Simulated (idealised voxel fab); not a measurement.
Module name: voxel wiring stack (process module)
It is cross-section cut that appears here, measuring 290 nm in width, its square cells being 5 nm in size.
A cross-section in this document is a grid of square cells, and it is written down as bands, the top band listed before the ones below it; a band is made up of one or more rows of cells. Heads up on the band format: heights come first, top then bottom, in nm. After that it's the materials left to right, each with its width in nm. A single material flagged "all across" fills the whole band edge to edge, and "blank" means there's empty space there. Heights from 0 (as-received wafer is one material below). Bottom band endless downward, as "0 and below". The expression "30->40" gives the width at the extremes of the band, the first number at its top row of cells and the second at its bottom row, with the width changing by equal amounts from each row to the next in between. No cell of the cross-section changed in a step that is given as "all unchanged". The entry titled "Closed voids list" provides the empty spaces that have no open way to the top, restricted to those of 8 cells or more. Each is presented as width x height at distance, the distance being measured from the left edge, with all three in nm. Whatever follows a step's settings on its line is a remark the simulator itself makes about that step. overlay nm, on a step with a mask: how far to the right of its planned place the mask lay; to the left if negative.

-- plan
| 1 | RECEIVE: material Si |
| 2 | CONFORMAL_DEP: material SiO2, thk nm 15 |
| 3 | CONFORMAL_DEP: material SiN, thk nm 5 |
| 4 | DIRECTIONAL_DEP: material SiO2, thk nm 15 |
| 5 | PATTERN: tone open, mask id METAL_1, material resist, width nm 20, pitch nm 50, thk nm 20, overlay nm 0 |
| 6 | DIRECTIONAL_ETCH: etch materials SiO2, depth nm 15 |
| 7 | DIRECTIONAL_ETCH: etch materials SiN, depth nm 5 |
| 8 | STRIP: etch materials resist |
| 9 | CONFORMAL_DEP: material TiN, thk nm 5 |
| 10 | FILL_DEP: material Cu, thk nm 5 |
| 11 | CMP: height nm 35 |
| 12 | CONFORMAL_DEP: material SiCN, thk nm 5 |
| 13 | DIRECTIONAL_DEP: material SiO2, thk nm 25 |
| 14 | DIRECTIONAL_DEP: material aC, thk nm 15 |
| 15 | PATTERN: tone open, mask id METAL_2_HOLES, material resist, width nm 15, pitch nm 100, thk nm 35, overlay nm 0 |
| 16 | DIRECTIONAL_ETCH: etch materials aC, depth nm 15 |
| 17 | STRIP: etch materials resist |
| 18 | DIRECTIONAL_ETCH: etch materials SiO2, depth nm 25 |
| 19 | STRIP: etch materials aC |
| 20 | PATTERN: tone open, mask id METAL_2, material resist, width nm 20, pitch nm 50, thk nm 15, overlay nm 0 |
| 21 | DIRECTIONAL_ETCH: etch materials SiO2, depth nm 15 |
| 22 | DIRECTIONAL_ETCH: etch materials SiCN, depth nm 5 |
| 23 | STRIP: etch materials resist |
| 24 | CONFORMAL_DEP: material TiN, thk nm 5 |
| 25 | FILL_DEP: material Ru, thk nm 10 |
| 26 | CMP: height nm 65 |
| 27 | CONFORMAL_DEP: material SiCN, thk nm 5 |
| 28 | DIRECTIONAL_DEP: material lowk, thk nm 30 |
| 29 | PATTERN: tone open, mask id METAL_3_HOLES, material resist, width nm 15, pitch nm 100, thk nm 20, overlay nm 0 |
| 30 | DIRECTIONAL_ETCH: etch materials lowk, depth nm 30 |
| 31 | STRIP: etch materials resist |
| 32 | MASKED_ETCH: tone open, mask id METAL_3, width nm 20, pitch nm 50, etch materials lowk, depth nm 20, overlay nm 0 |
| 33 | MASKED_ETCH: tone open, mask id METAL_3, width nm 20, pitch nm 50, etch materials SiCN, depth nm 5, overlay nm 0 |
| 34 | CONFORMAL_DEP: material TiN, thk nm 5 |
| 35 | FILL_DEP: material Ru, thk nm 10 |
| 36 | CMP: height nm 100 |
| 37 | CONFORMAL_DEP: material SiCN, thk nm 5 |
| 38 | DIRECTIONAL_DEP: material lowk, thk nm 10 |
| 39 | MASKED_ETCH: tone open, mask id PLUG_3, width nm 15, pitch nm 50, etch materials lowk, depth nm 10, overlay nm 0 |
| 40 | MASKED_ETCH: tone open, mask id PLUG_3, width nm 15, pitch nm 50, etch materials SiCN, depth nm 5, overlay nm 0 |
| 41 | EPI: material Ru, thk nm 10 |
| 42 | EPI: material Ru, thk nm 5 |
| 43 | CONFORMAL_DEP: material SiN, thk nm 5 |
| 44 | DIRECTIONAL_DEP: material lowk, thk nm 15 |
| 45 | DIRECTIONAL_DEP: material aC, thk nm 15 |
| 46 | PATTERN: tone open, mask id METAL_4, material resist, width nm 20, pitch nm 50, thk nm 35, overlay nm 0 |
| 47 | DIRECTIONAL_ETCH: etch materials aC, depth nm 15 |
| 48 | STRIP: etch materials resist |
| 49 | DIRECTIONAL_ETCH: etch materials lowk, depth nm 15 |
| 50 | DIRECTIONAL_ETCH: etch materials SiN, depth nm 5 |
| 51 | STRIP: etch materials aC |
| 52 | CONFORMAL_DEP: material TiN, thk nm 5 |
| 53 | FILL_DEP: material Ru, thk nm 5 |
| 54 | CMP: height nm 135 |
| 55 | EPI: material Ru, thk nm 5 |
| 56 | FILL_DEP: material SiCN, thk nm 5 |

-- Wafer, first of two, run as planned

-- Wafer as received: cross-section following step 1
    0 and below: Si all across
    Closed voids list: none

-- Wafer xsec, post step 2
    15 down to 0: SiO2 all across
    Note: structure below 0 unchanged.

-- Wafer xsec, post step 3
    20 down to 15: SiN all across
    Note: structure below 15 unchanged.

-- Wafer xsec, post step 4
    35 down to 20: SiO2 all across
    Note: structure below 20 unchanged.

-- Wafer xsec, post step 5
    55 down to 35: resist (85); blank (20); resist (30); blank (20); resist (30); blank (20); resist (85)
    Note: structure below 35 unchanged.

-- Wafer xsec, post step 6
    55 down to 35: resist (85); blank (20); resist (30); blank (20); resist (30); blank (20); resist (85)
    35 down to 20: SiO2 (85); blank (20); SiO2 (30); blank (20); SiO2 (30); blank (20); SiO2 (85)
    Note: structure below 20 unchanged.

-- Wafer xsec, post step 7
    55 down to 35: resist (85); blank (20); resist (30); blank (20); resist (30); blank (20); resist (85)
    35 down to 20: SiO2 (85); blank (20); SiO2 (30); blank (20); SiO2 (30); blank (20); SiO2 (85)
    20 down to 15: SiN (85); blank (20); SiN (30); blank (20); SiN (30); blank (20); SiN (85)
    Note: structure below 15 unchanged.

-- Wafer xsec, post step 8
    35 down to 20: SiO2 (85); blank (20); SiO2 (30); blank (20); SiO2 (30); blank (20); SiO2 (85)
    Note: structure below 20 unchanged.

-- Wafer xsec, post step 9
    40 down to 35: TiN (90); blank (10); TiN (40); blank (10); TiN (40); blank (10); TiN (90)
    35 down to 20: SiO2 (85); TiN (5); blank (10); TiN (5); SiO2 (30); TiN (5); blank (10); TiN (5); SiO2 (30); TiN (5); blank (10); TiN (5); SiO2 (85)
    20 down to 15: SiN (85); TiN (20); SiN (30); TiN (20); SiN (30); TiN (20); SiN (85)
    Note: structure below 15 unchanged.

-- Wafer xsec, post step 10
    45 down to 40: Cu all across
    40 down to 35: TiN (90); Cu (10); TiN (40); Cu (10); TiN (40); Cu (10); TiN (90)
    35 down to 20: SiO2 (85); TiN (5); Cu (10); TiN (5); SiO2 (30); TiN (5); Cu (10); TiN (5); SiO2 (30); TiN (5); Cu (10); TiN (5); SiO2 (85)
    Note: structure below 20 unchanged.

-- Wafer xsec, post step 11
    35 down to 20: SiO2 (85); TiN (5); Cu (10); TiN (5); SiO2 (30); TiN (5); Cu (10); TiN (5); SiO2 (30); TiN (5); Cu (10); TiN (5); SiO2 (85)
    Note: structure below 20 unchanged.

-- Wafer xsec, post step 12
    40 down to 35: SiCN all across
    Note: structure below 35 unchanged.

-- Wafer xsec, post step 13
    65 down to 40: SiO2 all across
    Note: structure below 40 unchanged.

-- Wafer xsec, post step 14
    80 down to 65: aC all across
    Note: structure below 65 unchanged.

-- Wafer xsec, post step 15
    115 down to 80: resist (85); blank (15); resist (85); blank (15); resist (90)
    Note: structure below 80 unchanged.

-- Wafer xsec, post step 16
    100 down to 80: resist (85); blank (15); resist (85); blank (15); resist (90)
    80 down to 65: aC (85); blank (15); aC (85); blank (15); aC (90)
    Note: structure below 65 unchanged.

-- Wafer xsec, post step 17
    80 down to 65: aC (85); blank (15); aC (85); blank (15); aC (90)
    Note: structure below 65 unchanged.

-- Wafer xsec, post step 18
    80 down to 65: aC (85); blank (15); aC (85); blank (15); aC (90)
    65 down to 40: SiO2 (85); blank (15); SiO2 (85); blank (15); SiO2 (90)
    Note: structure below 40 unchanged.

-- Wafer xsec, post step 19
    65 down to 40: SiO2 (85); blank (15); SiO2 (85); blank (15); SiO2 (90)
    Note: structure below 40 unchanged.

-- Wafer xsec, post step 20
    80 down to 65: resist (85); blank (20); resist (30); blank (20); resist (30); blank (20); resist (85)
    Note: structure below 65 unchanged.

-- Wafer xsec, post step 21
    80 down to 65: resist (85); blank (20); resist (30); blank (20); resist (30); blank (20); resist (85)
    65 down to 50: SiO2 (85); blank (20); SiO2 (30); blank (20); SiO2 (30); blank (20); SiO2 (85)
    Note: structure below 50 unchanged.

-- Wafer xsec, post step 22
    80 down to 65: resist (85); blank (20); resist (30); blank (20); resist (30); blank (20); resist (85)
    65 down to 50: SiO2 (85); blank (20); SiO2 (30); blank (20); SiO2 (30); blank (20); SiO2 (85)
    50 down to 40: SiO2 (85); blank (15); SiO2 (85); blank (15); SiO2 (90)
    40 down to 35: SiCN (85); blank (15); SiCN (85); blank (15); SiCN (90)
    Note: structure below 35 unchanged.

-- Wafer xsec, post step 23
    65 down to 50: SiO2 (85); blank (20); SiO2 (30); blank (20); SiO2 (30); blank (20); SiO2 (85)
    Note: structure below 50 unchanged.

-- Wafer xsec, post step 24
    70 down to 65: TiN (90); blank (10); TiN (40); blank (10); TiN (40); blank (10); TiN (90)
    65 down to 55: SiO2 (85); TiN (5); blank (10); TiN (5); SiO2 (30); TiN (5); blank (10); TiN (5); SiO2 (30); TiN (5); blank (10); TiN (5); SiO2 (85)
    55 down to 50: SiO2 (85); TiN (5); blank (5); TiN (10); SiO2 (30); TiN (20); SiO2 (30); TiN (5); blank (5); TiN (10); SiO2 (85)
    50 down to 40: SiO2 (85); TiN (5); blank (5); TiN (5); SiO2 (85); TiN (5); blank (5); TiN (5); SiO2 (90)
    40 down to 35: SiCN (85); TiN (15); SiCN (85); TiN (15); SiCN (90)
    Note: structure below 35 unchanged.

-- Wafer xsec, post step 25
    80 down to 70: Ru all across
    70 down to 65: TiN (90); Ru (10); TiN (40); Ru (10); TiN (40); Ru (10); TiN (90)
    65 down to 55: SiO2 (85); TiN (5); Ru (10); TiN (5); SiO2 (30); TiN (5); Ru (10); TiN (5); SiO2 (30); TiN (5); Ru (10); TiN (5); SiO2 (85)
    55 down to 50: SiO2 (85); TiN (5); Ru (5); TiN (10); SiO2 (30); TiN (20); SiO2 (30); TiN (5); Ru (5); TiN (10); SiO2 (85)
    50 down to 40: SiO2 (85); TiN (5); Ru (5); TiN (5); SiO2 (85); TiN (5); Ru (5); TiN (5); SiO2 (90)
    Note: structure below 40 unchanged.

-- Wafer xsec, post step 26
    65 down to 55: SiO2 (85); TiN (5); Ru (10); TiN (5); SiO2 (30); TiN (5); Ru (10); TiN (5); SiO2 (30); TiN (5); Ru (10); TiN (5); SiO2 (85)
    Note: structure below 55 unchanged.

-- Wafer xsec, post step 27
    70 down to 65: SiCN all across
    Note: structure below 65 unchanged.

-- Wafer xsec, post step 28
    100 down to 70: lowk all across
    Note: structure below 70 unchanged.

-- Wafer xsec, post step 29
    120 down to 100: resist (85); blank (15); resist (85); blank (15); resist (90)
    Note: structure below 100 unchanged.

-- Wafer xsec, post step 30
    120 down to 100: resist (85); blank (15); resist (85); blank (15); resist (90)
    100 down to 70: lowk (85); blank (15); lowk (85); blank (15); lowk (90)
    Note: structure below 70 unchanged.

-- Wafer xsec, post step 31
    100 down to 70: lowk (85); blank (15); lowk (85); blank (15); lowk (90)
    Note: structure below 70 unchanged.

-- Wafer xsec, post step 32
    100 down to 80: lowk (85); blank (20); lowk (30); blank (20); lowk (30); blank (20); lowk (85)
    Note: structure below 80 unchanged.

-- Wafer xsec, post step 33
    100 down to 80: lowk (85); blank (20); lowk (30); blank (20); lowk (30); blank (20); lowk (85)
    80 down to 70: lowk (85); blank (15); lowk (85); blank (15); lowk (90)
    70 down to 65: SiCN (85); blank (15); SiCN (85); blank (15); SiCN (90)
    Note: structure below 65 unchanged.

-- Wafer xsec, post step 34
    105 down to 100: TiN (90); blank (10); TiN (40); blank (10); TiN (40); blank (10); TiN (90)
    100 down to 85: lowk (85); TiN (5); blank (10); TiN (5); lowk (30); TiN (5); blank (10); TiN (5); lowk (30); TiN (5); blank (10); TiN (5); lowk (85)
    85 down to 80: lowk (85); TiN (5); blank (5); TiN (10); lowk (30); TiN (20); lowk (30); TiN (5); blank (5); TiN (10); lowk (85)
    80 down to 70: lowk (85); TiN (5); blank (5); TiN (5); lowk (85); TiN (5); blank (5); TiN (5); lowk (90)
    70 down to 65: SiCN (85); TiN (15); SiCN (85); TiN (15); SiCN (90)
    Note: structure below 65 unchanged.

-- Wafer xsec, post step 35
    115 down to 105: Ru all across
    105 down to 100: TiN (90); Ru (10); TiN (40); Ru (10); TiN (40); Ru (10); TiN (90)
    100 down to 85: lowk (85); TiN (5); Ru (10); TiN (5); lowk (30); TiN (5); Ru (10); TiN (5); lowk (30); TiN (5); Ru (10); TiN (5); lowk (85)
    85 down to 80: lowk (85); TiN (5); Ru (5); TiN (10); lowk (30); TiN (20); lowk (30); TiN (5); Ru (5); TiN (10); lowk (85)
    80 down to 70: lowk (85); TiN (5); Ru (5); TiN (5); lowk (85); TiN (5); Ru (5); TiN (5); lowk (90)
    Note: structure below 70 unchanged.

-- Wafer xsec, post step 36
    100 down to 85: lowk (85); TiN (5); Ru (10); TiN (5); lowk (30); TiN (5); Ru (10); TiN (5); lowk (30); TiN (5); Ru (10); TiN (5); lowk (85)
    Note: structure below 85 unchanged.

-- Wafer xsec, post step 37
    105 down to 100: SiCN all across
    Note: structure below 100 unchanged.

-- Wafer xsec, post step 38
    115 down to 105: lowk all across
    Note: structure below 105 unchanged.

-- Wafer xsec, post step 39
    115 down to 105: lowk (85); blank (15); lowk (35); blank (15); lowk (35); blank (15); lowk (90)
    Note: structure below 105 unchanged.

-- Wafer xsec, post step 40
    115 down to 105: lowk (85); blank (15); lowk (35); blank (15); lowk (35); blank (15); lowk (90)
    105 down to 100: SiCN (85); blank (15); SiCN (35); blank (15); SiCN (35); blank (15); SiCN (90)
    Note: structure below 100 unchanged.

-- Wafer xsec, post step 41
    115 down to 110: lowk (85); blank (15); lowk (35); blank (15); lowk (35); blank (15); lowk (90)
    110 down to 105: lowk (85); Ru (15); lowk (35); Ru (15); lowk (35); Ru (15); lowk (90)
    105 down to 100: SiCN (85); Ru (15); SiCN (35); Ru (15); SiCN (35); Ru (15); SiCN (90)
    Note: structure below 100 unchanged.

-- Wafer xsec, post step 42
    115 down to 105: lowk (85); Ru (15); lowk (35); Ru (15); lowk (35); Ru (15); lowk (90)
    Note: structure below 105 unchanged.

-- Wafer xsec, post step 43
    120 down to 115: SiN all across
    Note: structure below 115 unchanged.

-- Wafer xsec, post step 44
    135 down to 120: lowk all across
    Note: structure below 120 unchanged.

-- Wafer xsec, post step 45
    150 down to 135: aC all across
    Note: structure below 135 unchanged.

-- Wafer xsec, post step 46
    185 down to 150: resist (85); blank (20); resist (30); blank (20); resist (30); blank (20); resist (85)
    Note: structure below 150 unchanged.

-- Wafer xsec, post step 47
    170 down to 150: resist (85); blank (20); resist (30); blank (20); resist (30); blank (20); resist (85)
    150 down to 135: aC (85); blank (20); aC (30); blank (20); aC (30); blank (20); aC (85)
    Note: structure below 135 unchanged.

-- Wafer xsec, post step 48
    150 down to 135: aC (85); blank (20); aC (30); blank (20); aC (30); blank (20); aC (85)
    Note: structure below 135 unchanged.

-- Wafer xsec, post step 49
    150 down to 135: aC (85); blank (20); aC (30); blank (20); aC (30); blank (20); aC (85)
    135 down to 120: lowk (85); blank (20); lowk (30); blank (20); lowk (30); blank (20); lowk (85)
    Note: structure below 120 unchanged.

-- Wafer xsec, post step 50
    150 down to 135: aC (85); blank (20); aC (30); blank (20); aC (30); blank (20); aC (85)
    135 down to 120: lowk (85); blank (20); lowk (30); blank (20); lowk (30); blank (20); lowk (85)
    120 down to 115: SiN (85); blank (20); SiN (30); blank (20); SiN (30); blank (20); SiN (85)
    Note: structure below 115 unchanged.

-- Wafer xsec, post step 51
    135 down to 120: lowk (85); blank (20); lowk (30); blank (20); lowk (30); blank (20); lowk (85)
    Note: structure below 120 unchanged.

-- Wafer xsec, post step 52
    140 down to 135: TiN (90); blank (10); TiN (40); blank (10); TiN (40); blank (10); TiN (90)
    135 down to 120: lowk (85); TiN (5); blank (10); TiN (5); lowk (30); TiN (5); blank (10); TiN (5); lowk (30); TiN (5); blank (10); TiN (5); lowk (85)
    120 down to 115: SiN (85); TiN (20); SiN (30); TiN (20); SiN (30); TiN (20); SiN (85)
    Note: structure below 115 unchanged.

-- Wafer xsec, post step 53
    145 down to 140: Ru all across
    140 down to 135: TiN (90); Ru (10); TiN (40); Ru (10); TiN (40); Ru (10); TiN (90)
    135 down to 120: lowk (85); TiN (5); Ru (10); TiN (5); lowk (30); TiN (5); Ru (10); TiN (5); lowk (30); TiN (5); Ru (10); TiN (5); lowk (85)
    Note: structure below 120 unchanged.

-- Wafer xsec, post step 54
    135 down to 120: lowk (85); TiN (5); Ru (10); TiN (5); lowk (30); TiN (5); Ru (10); TiN (5); lowk (30); TiN (5); Ru (10); TiN (5); lowk (85)
    Note: structure below 120 unchanged.

-- Wafer xsec, post step 55
    140 down to 135: blank (80); Ru (30); blank (20); Ru (30); blank (20); Ru (30); blank (80)
    Note: structure below 135 unchanged.

-- Wafer xsec, post step 56
    145 down to 140: SiCN all across
    140 down to 135: SiCN (80); Ru (30); SiCN (20); Ru (30); SiCN (20); Ru (30); SiCN (80)
    Note: structure below 135 unchanged.

-- The remaining wafer, second of the two, started like the first and was run to the same plan, except that one mistake was made along the way; the two coincide through step 19, inclusive

-- Planned end of step 20: second wafer, cross-section
    80 down to 65: resist (90); blank (15); resist (35); blank (15); resist (35); blank (15); resist (85)
    65 down to 40: SiO2 (85); resist (5); blank (10); SiO2 (85); resist (5); blank (10); SiO2 (90)
    Note: structure below 40 unchanged.

-- Planned end of step 21: second wafer, cross-section
    80 down to 65: resist (90); blank (15); resist (35); blank (15); resist (35); blank (15); resist (85)
    65 down to 50: SiO2 (85); resist (5); blank (15); SiO2 (35); blank (15); SiO2 (30); resist (5); blank (15); SiO2 (85)
    Note: structure below 50 unchanged.

-- Planned end of step 22: second wafer, cross-section
    80 down to 65: resist (90); blank (15); resist (35); blank (15); resist (35); blank (15); resist (85)
    65 down to 50: SiO2 (85); resist (5); blank (15); SiO2 (35); blank (15); SiO2 (30); resist (5); blank (15); SiO2 (85)
    50 down to 40: SiO2 (85); resist (5); blank (10); SiO2 (85); resist (5); blank (10); SiO2 (90)
    40 down to 35: SiCN (90); blank (10); SiCN (90); blank (10); SiCN (90)
    Note: structure below 35 unchanged.

-- Planned end of step 23: second wafer, cross-section
    65 down to 50: SiO2 (85); blank (20); SiO2 (35); blank (15); SiO2 (30); blank (20); SiO2 (85)
    50 down to 40: SiO2 (85); blank (15); SiO2 (85); blank (15); SiO2 (90)
    Note: structure below 40 unchanged.

-- Planned end of step 24: second wafer, cross-section
    70 down to 65: TiN (90); blank (10); TiN (45); blank (5); TiN (40); blank (10); TiN (90)
    65 down to 55: SiO2 (85); TiN (5); blank (10); TiN (5); SiO2 (35); TiN (5); blank (5); TiN (5); SiO2 (30); TiN (5); blank (10); TiN (5); SiO2 (85)
    55 down to 50: SiO2 (85); TiN (5); blank (5); TiN (10); SiO2 (35); TiN (15); SiO2 (30); TiN (5); blank (5); TiN (10); SiO2 (85)
    50 down to 45: SiO2 (85); TiN (5); blank (5); TiN (5); SiO2 (85); TiN (5); blank (5); TiN (5); SiO2 (90)
    45 down to 40: SiO2 (85); TiN (15); SiO2 (85); TiN (15); SiO2 (90)
    40 down to 35: SiCN (90); TiN (10); SiCN (90); TiN (10); SiCN (90)
    Note: structure below 35 unchanged.

-- Planned end of step 25: second wafer, cross-section
    80 down to 70: Ru all across
    70 down to 65: TiN (90); Ru (10); TiN (45); Ru (5); TiN (40); Ru (10); TiN (90)
    65 down to 55: SiO2 (85); TiN (5); Ru (10); TiN (5); SiO2 (35); TiN (5); Ru (5); TiN (5); SiO2 (30); TiN (5); Ru (10); TiN (5); SiO2 (85)
    55 down to 50: SiO2 (85); TiN (5); Ru (5); TiN (10); SiO2 (35); TiN (15); SiO2 (30); TiN (5); Ru (5); TiN (10); SiO2 (85)
    50 down to 45: SiO2 (85); TiN (5); Ru (5); TiN (5); SiO2 (85); TiN (5); Ru (5); TiN (5); SiO2 (90)
    Note: structure below 45 unchanged.

-- Planned end of step 26: second wafer, cross-section
    65 down to 55: SiO2 (85); TiN (5); Ru (10); TiN (5); SiO2 (35); TiN (5); Ru (5); TiN (5); SiO2 (30); TiN (5); Ru (10); TiN (5); SiO2 (85)
    Note: structure below 55 unchanged.

-- Planned end of step 27: second wafer, cross-section
    70 down to 65: SiCN all across
    Note: structure below 65 unchanged.

-- Planned end of step 28: second wafer, cross-section
    100 down to 70: lowk all across
    Note: structure below 70 unchanged.

-- Planned end of step 29: second wafer, cross-section
    120 down to 100: resist (85); blank (15); resist (85); blank (15); resist (90)
    Note: structure below 100 unchanged.

-- Planned end of step 30: second wafer, cross-section
    120 down to 100: resist (85); blank (15); resist (85); blank (15); resist (90)
    100 down to 70: lowk (85); blank (15); lowk (85); blank (15); lowk (90)
    Note: structure below 70 unchanged.

-- Planned end of step 31: second wafer, cross-section
    100 down to 70: lowk (85); blank (15); lowk (85); blank (15); lowk (90)
    Note: structure below 70 unchanged.

-- Planned end of step 32: second wafer, cross-section
    100 down to 80: lowk (85); blank (20); lowk (30); blank (20); lowk (30); blank (20); lowk (85)
    Note: structure below 80 unchanged.

-- Planned end of step 33: second wafer, cross-section
    100 down to 80: lowk (85); blank (20); lowk (30); blank (20); lowk (30); blank (20); lowk (85)
    80 down to 70: lowk (85); blank (15); lowk (85); blank (15); lowk (90)
    70 down to 65: SiCN (85); blank (15); SiCN (85); blank (15); SiCN (90)
    Note: structure below 65 unchanged.

-- Planned end of step 34: second wafer, cross-section
    105 down to 100: TiN (90); blank (10); TiN (40); blank (10); TiN (40); blank (10); TiN (90)
    100 down to 85: lowk (85); TiN (5); blank (10); TiN (5); lowk (30); TiN (5); blank (10); TiN (5); lowk (30); TiN (5); blank (10); TiN (5); lowk (85)
    85 down to 80: lowk (85); TiN (5); blank (5); TiN (10); lowk (30); TiN (20); lowk (30); TiN (5); blank (5); TiN (10); lowk (85)
    80 down to 70: lowk (85); TiN (5); blank (5); TiN (5); lowk (85); TiN (5); blank (5); TiN (5); lowk (90)
    70 down to 65: SiCN (85); TiN (15); SiCN (85); TiN (15); SiCN (90)
    Note: structure below 65 unchanged.

-- Planned end of step 35: second wafer, cross-section
    115 down to 105: Ru all across
    105 down to 100: TiN (90); Ru (10); TiN (40); Ru (10); TiN (40); Ru (10); TiN (90)
    100 down to 85: lowk (85); TiN (5); Ru (10); TiN (5); lowk (30); TiN (5); Ru (10); TiN (5); lowk (30); TiN (5); Ru (10); TiN (5); lowk (85)
    85 down to 80: lowk (85); TiN (5); Ru (5); TiN (10); lowk (30); TiN (20); lowk (30); TiN (5); Ru (5); TiN (10); lowk (85)
    80 down to 70: lowk (85); TiN (5); Ru (5); TiN (5); lowk (85); TiN (5); Ru (5); TiN (5); lowk (90)
    Note: structure below 70 unchanged.

-- Planned end of step 36: second wafer, cross-section
    100 down to 85: lowk (85); TiN (5); Ru (10); TiN (5); lowk (30); TiN (5); Ru (10); TiN (5); lowk (30); TiN (5); Ru (10); TiN (5); lowk (85)
    Note: structure below 85 unchanged.

-- Planned end of step 37: second wafer, cross-section
    105 down to 100: SiCN all across
    Note: structure below 100 unchanged.

-- Planned end of step 38: second wafer, cross-section
    115 down to 105: lowk all across
    Note: structure below 105 unchanged.

-- Planned end of step 39: second wafer, cross-section
    115 down to 105: lowk (85); blank (15); lowk (35); blank (15); lowk (35); blank (15); lowk (90)
    Note: structure below 105 unchanged.

-- Planned end of step 40: second wafer, cross-section
    115 down to 105: lowk (85); blank (15); lowk (35); blank (15); lowk (35); blank (15); lowk (90)
    105 down to 100: SiCN (85); blank (15); SiCN (35); blank (15); SiCN (35); blank (15); SiCN (90)
    Note: structure below 100 unchanged.

-- Planned end of step 41: second wafer, cross-section
    115 down to 110: lowk (85); blank (15); lowk (35); blank (15); lowk (35); blank (15); lowk (90)
    110 down to 105: lowk (85); Ru (15); lowk (35); Ru (15); lowk (35); Ru (15); lowk (90)
    105 down to 100: SiCN (85); Ru (15); SiCN (35); Ru (15); SiCN (35); Ru (15); SiCN (90)
    Note: structure below 100 unchanged.

-- Planned end of step 42: second wafer, cross-section
    115 down to 105: lowk (85); Ru (15); lowk (35); Ru (15); lowk (35); Ru (15); lowk (90)
    Note: structure below 105 unchanged.

-- Planned end of step 43: second wafer, cross-section
    120 down to 115: SiN all across
    Note: structure below 115 unchanged.

-- Planned end of step 44: second wafer, cross-section
    135 down to 120: lowk all across
    Note: structure below 120 unchanged.

-- Planned end of step 45: second wafer, cross-section
    150 down to 135: aC all across
    Note: structure below 135 unchanged.

-- Planned end of step 46: second wafer, cross-section
    185 down to 150: resist (85); blank (20); resist (30); blank (20); resist (30); blank (20); resist (85)
    Note: structure below 150 unchanged.

-- Planned end of step 47: second wafer, cross-section
    170 down to 150: resist (85); blank (20); resist (30); blank (20); resist (30); blank (20); resist (85)
    150 down to 135: aC (85); blank (20); aC (30); blank (20); aC (30); blank (20); aC (85)
    Note: structure below 135 unchanged.

-- Planned end of step 48: second wafer, cross-section
    150 down to 135: aC (85); blank (20); aC (30); blank (20); aC (30); blank (20); aC (85)
    Note: structure below 135 unchanged.

-- Planned end of step 49: second wafer, cross-section
    150 down to 135: aC (85); blank (20); aC (30); blank (20); aC (30); blank (20); aC (85)
    135 down to 120: lowk (85); blank (20); lowk (30); blank (20); lowk (30); blank (20); lowk (85)
    Note: structure below 120 unchanged.

-- Planned end of step 50: second wafer, cross-section
    150 down to 135: aC (85); blank (20); aC (30); blank (20); aC (30); blank (20); aC (85)
    135 down to 120: lowk (85); blank (20); lowk (30); blank (20); lowk (30); blank (20); lowk (85)
    120 down to 115: SiN (85); blank (20); SiN (30); blank (20); SiN (30); blank (20); SiN (85)
    Note: structure below 115 unchanged.

-- Planned end of step 51: second wafer, cross-section
    135 down to 120: lowk (85); blank (20); lowk (30); blank (20); lowk (30); blank (20); lowk (85)
    Note: structure below 120 unchanged.

-- Planned end of step 52: second wafer, cross-section
    140 down to 135: TiN (90); blank (10); TiN (40); blank (10); TiN (40); blank (10); TiN (90)
    135 down to 120: lowk (85); TiN (5); blank (10); TiN (5); lowk (30); TiN (5); blank (10); TiN (5); lowk (30); TiN (5); blank (10); TiN (5); lowk (85)
    120 down to 115: SiN (85); TiN (20); SiN (30); TiN (20); SiN (30); TiN (20); SiN (85)
    Note: structure below 115 unchanged.

-- Planned end of step 53: second wafer, cross-section
    145 down to 140: Ru all across
    140 down to 135: TiN (90); Ru (10); TiN (40); Ru (10); TiN (40); Ru (10); TiN (90)
    135 down to 120: lowk (85); TiN (5); Ru (10); TiN (5); lowk (30); TiN (5); Ru (10); TiN (5); lowk (30); TiN (5); Ru (10); TiN (5); lowk (85)
    Note: structure below 120 unchanged.

-- Planned end of step 54: second wafer, cross-section
    135 down to 120: lowk (85); TiN (5); Ru (10); TiN (5); lowk (30); TiN (5); Ru (10); TiN (5); lowk (30); TiN (5); Ru (10); TiN (5); lowk (85)
    Note: structure below 120 unchanged.

-- Planned end of step 55: second wafer, cross-section
    140 down to 135: blank (80); Ru (30); blank (20); Ru (30); blank (20); Ru (30); blank (80)
    Note: structure below 135 unchanged.

-- Planned end of step 56: second wafer, cross-section
    145 down to 140: SiCN all across
    140 down to 135: SiCN (80); Ru (30); SiCN (20); Ru (30); SiCN (20); Ru (30); SiCN (80)
    Note: structure below 135 unchanged.
what went wrong: step 20 changed vs plan, executed as PATTERN: tone open, mask id METAL_2, material resist, width nm 15, pitch nm 50, thk nm 15, overlay nm 0
Bottom line after processing is that, in cells, the second wafer is up or down on some materials versus the first: -4 Ru | +2 SiCN | +3 SiO2 | -1 TiN
